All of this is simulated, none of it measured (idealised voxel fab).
Process module under the name voxel tone inversion
Pictured: cross-section cut, 145 nm wide, on a grid of 5 nm square cells.
Just so we're on the same page, the cross-sections are grids of square cells, and they're listed out in bands top to bottom, each band one or more rows deep.
The entry gives the band's vertical extent as a top height and a bottom height in nm, then its horizontal make-up as materials from left to right, each with a width in nm. "empty" stands for empty space; a single material marked "everywhere" fills the band edge to edge.
Basically, 0 is our baseline, since under it the wafer straight out of the box is all one material. The bottom band has no lower end and keeps on going down, so it looks like "top 0, no bottom".
Note: "30->40" means the width goes from the first number (top row of the band) to the second number (bottom row) in equal steps per row of cells.
No cell of the cross-section changed in a step that is given as "everything unchanged".
So "Unvented internal voids" is basically the list of trapped voids: any empty space of 8 cells or more that can't reach the top through an opening. They're written width x height at distance, the distance being from the left edge, and it's all nm.
If you see something after the settings on a step's line, that's the simulator's own remark about that step.
Among the settings permitted on a step's line is "overlay nm"; applied to a step with a mask, it specifies the extent to which the mask lay to the right of its planned position, whereas a negative figure signifies a position to the left.

### Set out below are the planned steps of the process
step 1: RECEIVE | material Si
step 2: CONFORMAL_DEP | material SiCN | thk nm 10
step 3: DIRECTIONAL_DEP | material polySi | thk nm 15
step 4: PATTERN | tone cover | mask id POSTS | material resist | width nm 20 | pitch nm 40 | thk nm 25 | overlay nm -5
step 5: DIRECTIONAL_ETCH | etch materials polySi | depth nm 15
step 6: STRIP | etch materials resist
step 7: FILL_DEP | material lowk | thk nm 5
step 8: CMP | height nm 25
step 9: STRIP | etch materials polySi
step 10: CONFORMAL_DEP | material TiN | thk nm 5
step 11: FILL_DEP | material Cu | thk nm 10
step 12: CMP | height nm 25
step 13: CONFORMAL_DEP | material SiN | thk nm 5
varied across the wafers: overlay nm of step 4. The plan shows the first wafer's value. All wafers start alike

### Step 1 complete: as-received cross-section of the first of several wafers
* top 0, no bottom = Si everywhere
* Unvented internal voids: none

### Below, a row for every wafer. Read it as the end-of-module picture: for each material the wafer shows its cells gained (+) or lost (-) since it was received, and then its closed voids
overlay nm -5; +12 Cu; +58 SiCN; +29 SiN; +24 TiN; +51 lowk; Unvented internal voids: none
overlay nm 0; +12 Cu; +58 SiCN; +29 SiN; +24 TiN; +51 lowk; Unvented internal voids: none
overlay nm 5; +12 Cu; +58 SiCN; +29 SiN; +24 TiN; +51 lowk; Unvented internal voids: none
overlay nm 10; +12 Cu; +58 SiCN; +29 SiN; +24 TiN; +51 lowk; Unvented internal voids: none
